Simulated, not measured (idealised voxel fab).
This is a process module. Its name is voxel gate over fins.
cross-section cut | 170 nm wide | cells 5 nm
In what follows, cross-sections appear as grids of square cells, described through bands that run from the top down, where every band is one or more rows of cells.
What a band's entry tells you: where the top is and where the bottom is, as heights in nm, and after that what lies inside, material by material from left to right, each with its width in nm. Empty space is written as the word "air", and a single material marked with the word "throughout" occupies the band from edge to edge.
Basically, 0 is our baseline, since under it the wafer straight out of the box is all one material. The bottom band has no lower end and keeps on going down, so it looks like "from 0 down".
Width: "30..40" (first number = top row, second number = bottom row, same change from row to row of cells).
Step marked "identical to before"? Then no cell in the cross-section changed in it.
"Unvented voids" contains a list of empty spaces, each no smaller than 8 cells and without an open way to the top, written in the form width x height at distance with the distance from the left edge and all three in nm.
Post-settings text on a step line: simulator's own remark regarding the step.
A step line may carry the setting "overlay nm", which, for steps involving a mask, states the distance by which the mask lay to the right of its intended position; negative values denote displacement to the left.

### Planned process steps
- 1: RECEIVE | material Si
- 2: CONFORMAL_DEP | material SiN | thk nm 5
- 3: DIRECTIONAL_DEP | material aC | thk nm 15
- 4: PATTERN | tone cover | mask id FINS | material resist | width nm 15 | pitch nm 50 | thk nm 30 | overlay nm 0
- 5: DIRECTIONAL_ETCH | etch materials aC | depth nm 15
- 6: STRIP | etch materials resist
- 7: DIRECTIONAL_ETCH | etch materials SiN | depth nm 5
- 8: DIRECTIONAL_ETCH | etch materials Si | depth nm 30
- 9: STRIP | etch materials aC
- 10: FILL_DEP | material SiO2 | thk nm 5
- 11: CMP | height nm 5
- 12: DIRECTIONAL_DEP | material aC | thk nm 10
- 13: PATTERN | tone open | mask id RAIL | material resist | width nm 15 | thk nm 30 | overlay nm 0
- 14: DIRECTIONAL_ETCH | etch materials aC | depth nm 10
- 15: STRIP | etch materials resist
- 16: DIRECTIONAL_ETCH | etch materials SiO2 | depth nm 30
- 17: STRIP | etch materials aC
- 18: CONFORMAL_DEP | material TiN | thk nm 5
- 19: FILL_DEP | material W | thk nm 5
- 20: CMP | height nm 5
- 21: SELECTIVE_ETCH | etch materials W Ru TiN | depth nm 25
- 22: FILL_DEP | material SiO2 | thk nm 5
- 23: CMP | height nm 5
- 24: SELECTIVE_ETCH | etch materials SiO2 | depth nm 20
- 25: STRIP | etch materials SiN
- 26: CONFORMAL_DEP | material HfO2 | thk nm 5
- 27: CONFORMAL_DEP | material TiN | thk nm 5
- 28: FILL_DEP | material W | thk nm 10
- 29: CMP | height nm 15
- 30: CONFORMAL_DEP | material SiN | thk nm 10

### Here's what the wafer looked like in cross-section when it arrived - that's after step 1
> from 0 down | Si throughout
> Unvented voids: none

### The cross-section shown corresponds to the wafer at the conclusion of the module. The initial structure and the process plan are those presented above; however, one mistake occurred in executing the plan
> from 25 to 15 | SiN throughout
> from 15 to 5 | W throughout
> from 5 to 0 | 45 nm W; 25 nm TiN; 25 nm W; 25 nm TiN; 50 nm W
> from 0 to -10 | 45 nm W; 5 nm TiN; 15 nm Si; 5 nm TiN; 25 nm W; 5 nm TiN; 15 nm Si; 5 nm TiN; 50 nm W
> from -10 to -15 | 50 nm TiN; 15 nm Si; 35 nm TiN; 15 nm Si; 55 nm TiN
> from -15 to -20 | 50 nm SiO2; 15 nm Si; 35 nm SiO2; 15 nm Si; 55 nm SiO2
> from -20 to -25 | 50 nm SiO2; 15 nm Si; 10 nm SiO2; 15 nm TiN; 10 nm SiO2; 15 nm Si; 55 nm SiO2
> from -25 to -30 | 50 nm SiO2; 15 nm Si; 35 nm SiO2; 15 nm Si; 55 nm SiO2
> from -30 down | Si throughout
> Unvented voids: none
Deviation from plan: the run left out plan step 26 entirely, so it was never executed
